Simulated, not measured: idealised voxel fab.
This section sets out a process module, namely voxel capacitor over wiring.
FYI the section here is cut, 175 nm wide, cells are 5 nm squares.
When this document writes out a cross-section, it uses a grid of square cells and lists it as bands, beginning at the top and moving down, with a band standing for one or more rows of cells. Top, bottom (nm), then materials left to right with widths (nm); lone material tagged "edge to edge" fills the whole band edge to edge; "air" = empty space. Heads up on the height convention: 0 is the point under which the incoming wafer is all one material, and the lowest band has no bottom, it just keeps going down, like "0 nm and below". A width given as "30..40" starts at the first number in the band's top row and ends at the second number in its bottom row, shifting by an equal amount at every step from row to row. It should be understood that the words "all unchanged", when stated for a given step, signify that the cross-section underwent no change in any of its cells during that step. For the entry "Sealed void inventory", the listed items are empty spaces with no open way to the top whose size is 8 cells or more; each item follows the pattern width x height at distance, where distance is from the left edge and all three are in nm. Post-settings text on a step line: simulator's own remark regarding the step. Regarding "overlay nm": on a step with a mask, it is the distance the mask lay to the right of its planned place; a negative value places it to the left.
Process steps foreseen in the plan
1 RECEIVE,material Si
2 CONFORMAL_DEP,material SiO2,thk nm 10
3 CONFORMAL_DEP,material SiCN,thk nm 5
4 DIRECTIONAL_DEP,material lowk,thk nm 15
5 PATTERN,tone open,mask id METAL_1,material resist,width nm 20,pitch nm 90,thk nm 15,overlay nm 0
6 DIRECTIONAL_ETCH,etch materials lowk,depth nm 15
7 DIRECTIONAL_ETCH,etch materials SiCN,depth nm 5
8 STRIP,etch materials resist
9 CONFORMAL_DEP,material TiN,thk nm 5
10 FILL_DEP,material Cu,thk nm 5
11 CMP,height nm 30
12 EPI,material Ru,thk nm 5
13 FILL_DEP,material SiCN,thk nm 5
14 DIRECTIONAL_DEP,material lowk,thk nm 15
15 DIRECTIONAL_DEP,material aC,thk nm 10
16 PATTERN,tone open,mask id PLUG_1,material resist,width nm 15,thk nm 25,overlay nm 0
17 DIRECTIONAL_ETCH,etch materials aC,depth nm 10
18 STRIP,etch materials resist
19 DIRECTIONAL_ETCH,etch materials lowk,depth nm 15
20 DIRECTIONAL_ETCH,etch materials SiCN,depth nm 5
21 STRIP,etch materials aC
22 CONFORMAL_DEP,material TiN,thk nm 5
23 FILL_DEP,material Ru,thk nm 5
24 CMP,height nm 55
25 DIRECTIONAL_DEP,material TiN,thk nm 5
26 DIRECTIONAL_DEP,material Al2O3,thk nm 5
27 DIRECTIONAL_DEP,material TiN,thk nm 10
28 MASKED_ETCH,tone cover,mask id UPPER_PLATE,width nm 75,etch materials TiN,depth nm 10,overlay nm 0
29 MASKED_ETCH,tone cover,mask id UPPER_PLATE,width nm 75,etch materials Al2O3,depth nm 5,overlay nm 0
30 MASKED_ETCH,tone cover,mask id LOWER_PLATE,width nm 85,etch materials TiN,depth nm 5,overlay nm 0
31 FILL_DEP,material SiO2,thk nm 20
32 CMP,height nm 90
33 MASKED_ETCH,tone open,mask id PLUG_2,width nm 15,etch materials SiO2,depth nm 15,overlay nm 0
34 CONFORMAL_DEP,material TiN,thk nm 5
35 FILL_DEP,material W,thk nm 10
36 CMP,height nm 90
37 CONFORMAL_DEP,material SiN,thk nm 5
This is the cross-section of the wafer as we received it, i.e. after step 1
- 0 nm and below = Si edge to edge
- Sealed void inventory: none
Cross-section, first of two wafers, end of module, run as planned
- 95 nm to 90 nm = SiN edge to edge
- 90 nm to 80 nm = 45 nm SiO2 / 5 nm TiN / 5 nm W / 5 nm TiN / 115 nm SiO2
- 80 nm to 75 nm = 45 nm SiO2 / 15 nm TiN / 115 nm SiO2
- 75 nm to 65 nm = 35 nm SiO2 / 75 nm TiN / 65 nm SiO2
- 65 nm to 60 nm = 35 nm SiO2 / 75 nm Al2O3 / 65 nm SiO2
- 60 nm to 55 nm = 30 nm SiO2 / 85 nm TiN / 60 nm SiO2
- 55 nm to 40 nm = 35 nm lowk / 5 nm TiN / 5 nm Ru / 5 nm TiN / 125 nm lowk
- 40 nm to 35 nm = 35 nm SiCN / 15 nm TiN / 125 nm SiCN
- 35 nm to 30 nm = 25 nm SiCN / 30 nm Ru / 60 nm SiCN / 30 nm Ru / 30 nm SiCN
- 30 nm to 15 nm = 30 nm lowk / 5 nm TiN / 10 nm Cu / 5 nm TiN / 70 nm lowk / 5 nm TiN / 10 nm Cu / 5 nm TiN / 35 nm lowk
- 15 nm to 10 nm = 30 nm SiCN / 20 nm TiN / 70 nm SiCN / 20 nm TiN / 35 nm SiCN
- 10 nm to 0 nm = SiO2 edge to edge
- 0 nm and below = Si edge to edge
- Sealed void inventory: none
Wafer two (of two), end-of-module cross-section: start = wafer one, plan = wafer one, one run mistake
- 95 nm to 90 nm = Al2O3 edge to edge
- 90 nm to 80 nm = 45 nm SiO2 / 5 nm TiN / 5 nm W / 5 nm TiN / 115 nm SiO2
- 80 nm to 75 nm = 45 nm SiO2 / 15 nm TiN / 115 nm SiO2
- 75 nm to 65 nm = 35 nm SiO2 / 75 nm TiN / 65 nm SiO2
- 65 nm to 60 nm = 35 nm SiO2 / 75 nm Al2O3 / 65 nm SiO2
- 60 nm to 55 nm = 30 nm SiO2 / 85 nm TiN / 60 nm SiO2
- 55 nm to 40 nm = 35 nm lowk / 5 nm TiN / 5 nm Ru / 5 nm TiN / 125 nm lowk
- 40 nm to 35 nm = 35 nm SiCN / 15 nm TiN / 125 nm SiCN
- 35 nm to 30 nm = 25 nm SiCN / 30 nm Ru / 60 nm SiCN / 30 nm Ru / 30 nm SiCN
- 30 nm to 15 nm = 30 nm lowk / 5 nm TiN / 10 nm Cu / 5 nm TiN / 70 nm lowk / 5 nm TiN / 10 nm Cu / 5 nm TiN / 35 nm lowk
- 15 nm to 10 nm = 30 nm SiCN / 20 nm TiN / 70 nm SiCN / 20 nm TiN / 35 nm SiCN
- 10 nm to 0 nm = SiO2 edge to edge
- 0 nm and below = Si edge to edge
- Sealed void inventory: none
It is concluded that the wafer was processed incorrectly with respect to the plan, in that note that step 37 departed from the planned setting and was carried out as CONFORMAL_DEP,material Al2O3,thk nm 5
Final cells, second wafer relative to first, materials higher or lower: Al2O3 +35; SiN -35
